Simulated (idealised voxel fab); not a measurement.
The following process module bears the name voxel ribs on slabs.
FYI the section here is cut, 215 nm wide, cells are 5 nm squares.
Each cross-section below is a grid of square cells, stated as bands in top-down order, with one or more rows of cells making up each band. Band entry format. Leading values: height of top, height of bottom, nm. Remainder: materials in left-to-right order, each with its width in nm. Special words: "full width" on a single material, which then fills the band edge to edge; "empty", empty space. Height datum 0, below which the as-received substrate wafer is one material. Lowest band open at the bottom, running downward: "0 and below". So if you see something like "30..40" for the width, read it as the top row of the band sitting at the first number and the bottom row at the second, with every row in between moving by the same amount as the last. "nothing was modified" after a step means that no cell of the cross-section changed. "Voids, enclosed" means: voids of 8 cells or more that are shut off from the top with no open way through. Written width x height at distance, distance from the left edge, in nm. What comes after the settings on a step's line is commentary from the simulator itself on that step. overlay nm: right-of-plan distance of the mask on a masked step; negative values mean left-of-plan.
The planned process steps are enumerated hereunder:
1,RECEIVE, material Si
2,DIRECTIONAL_DEP, material SiO2, thk nm 25
3,DIRECTIONAL_DEP, material SiN, thk nm 25
4,MASKED_ETCH, tone cover, mask id RIB, width nm 30, etch materials SiN, depth nm 15, overlay nm 0
5,DIRECTIONAL_DEP, material aC, thk nm 15
6,PATTERN, tone cover, mask id SLAB, material resist, width nm 60, thk nm 35, overlay nm 0
7,DIRECTIONAL_ETCH, etch materials aC, depth nm 15
8,STRIP, etch materials resist
9,DIRECTIONAL_ETCH, etch materials SiN, depth nm 10
10,STRIP, etch materials aC
11,FILL_DEP, material SiO2, thk nm 25
12,CMP, height nm 70
13,DIRECTIONAL_DEP, material W, thk nm 10
14,PATTERN, tone cover, mask id HEATER, material resist, width nm 40, thk nm 20, overlay nm 0
15,DIRECTIONAL_ETCH, etch materials W, depth nm 5
16,STRIP, etch materials resist
17,CONFORMAL_DEP, material SiO2, thk nm 5
Wafers differ in depth nm at step 15; plan lists the first wafer's value; identical starting state.
Received wafers, first of several: cross-section after step 1:
  0 and below: Si full width
  Voids, enclosed: none
Row per wafer, end-of-module: cell gain (+)/loss (-) by material since the wafer came in, then closed voids:
depth nm 5 | +42 SiN | +605 SiO2 | +51 W | Voids, enclosed: none
depth nm 10 | +42 SiN | +607 SiO2 | +16 W | Voids, enclosed: none
depth nm 15 | +42 SiN | +607 SiO2 | +16 W | Voids, enclosed: none
depth nm 20 | +42 SiN | +607 SiO2 | +16 W | Voids, enclosed: none
depth nm 25 | +42 SiN | +607 SiO2 | +16 W | Voids, enclosed: none
